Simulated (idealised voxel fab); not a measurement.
voxel double patterning: a process module
It is cross-section cut that appears here, measuring 170 nm in width, its square cells being 5 nm in size.
A cross-section is a grid of square cells, given in bands from the top down. A band is one or more rows of cells.
The entry gives the band's vertical extent as a top height and a bottom height in nm, then its horizontal make-up as materials from left to right, each with a width in nm. "blank" stands for empty space; a single material marked "everywhere" fills the band edge to edge.
Height reference: 0 = level under which incoming wafer is all one material. Lowest band: no bottom, runs on downward, e.g. "0..down".
Width "30 to 40": first value at the band's top row of cells, second value at its bottom row, equal change from row to row.
"no modification" -> step changed no cross-section cell.
"Closed void listing" lists enclosed empty spaces (at least 8 cells, no open path upward to the top), each as width x height at distance from the left edge, in nm.
Read whatever lies past the settings on a step's line as the simulator's own remark about the step.
Among the settings permitted on a step's line is "overlay nm"; applied to a step with a mask, it specifies the extent to which the mask lay to the right of its planned position, whereas a negative figure signifies a position to the left.

PLANNED PROCESS STEPS
| 1 | RECEIVE,material Si |
| 2 | CONFORMAL_DEP,material SiN,thk nm 10 |
| 3 | DIRECTIONAL_DEP,material SiO2,thk nm 10 |
| 4 | DIRECTIONAL_DEP,material SiCN,thk nm 5 |
| 5 | MASKED_ETCH,tone open,mask id FIRST,width nm 15,pitch nm 50,etch materials SiCN,depth nm 5,overlay nm 0 |
| 6 | PATTERN,tone open,mask id SECOND,material resist,width nm 15,thk nm 20,overlay nm 0 |
| 7 | DIRECTIONAL_ETCH,etch materials SiCN,depth nm 5 |
| 8 | STRIP,etch materials resist |
| 9 | DIRECTIONAL_ETCH,etch materials SiO2,depth nm 10 |
| 10 | STRIP,etch materials SiCN |

STEP 1 COMPLETE: CROSS-SECTION OF THE WAFER AS RECEIVED
- 0..down = Si everywhere
- Closed void listing: none

POST-MODULE CROSS-SECTION OF THE FIRST OF TWO WAFERS (RUN PER PLAN)
- 20..10 = 50 of SiO2  15 of blank  10 of SiO2  15 of blank  10 of SiO2  15 of blank  55 of SiO2
- 10..0 = SiN everywhere
- 0..down = Si everywhere
- Closed void listing: none

CROSS-SECTIONAL VIEW: SECOND OF TWO WAFERS, END OF MODULE; START AND PLAN IDENTICAL TO THE FIRST, ONE MISTAKE IN RUNNING
- 20..10 = 50 of SiO2  15 of blank  5 of SiO2  25 of blank  5 of SiO2  15 of blank  55 of SiO2
- 10..0 = SiN everywhere
- 0..down = Si everywhere
- Closed void listing: none
Nonconformance to the process plan: step 6: run off-plan, actual operation and settings PATTERN,tone open,mask id SECOND,material resist,width nm 25,thk nm 20,overlay nm 0
The second wafer ends with more or fewer cells of some materials than the first, per final count: SiO2: 4 fewer
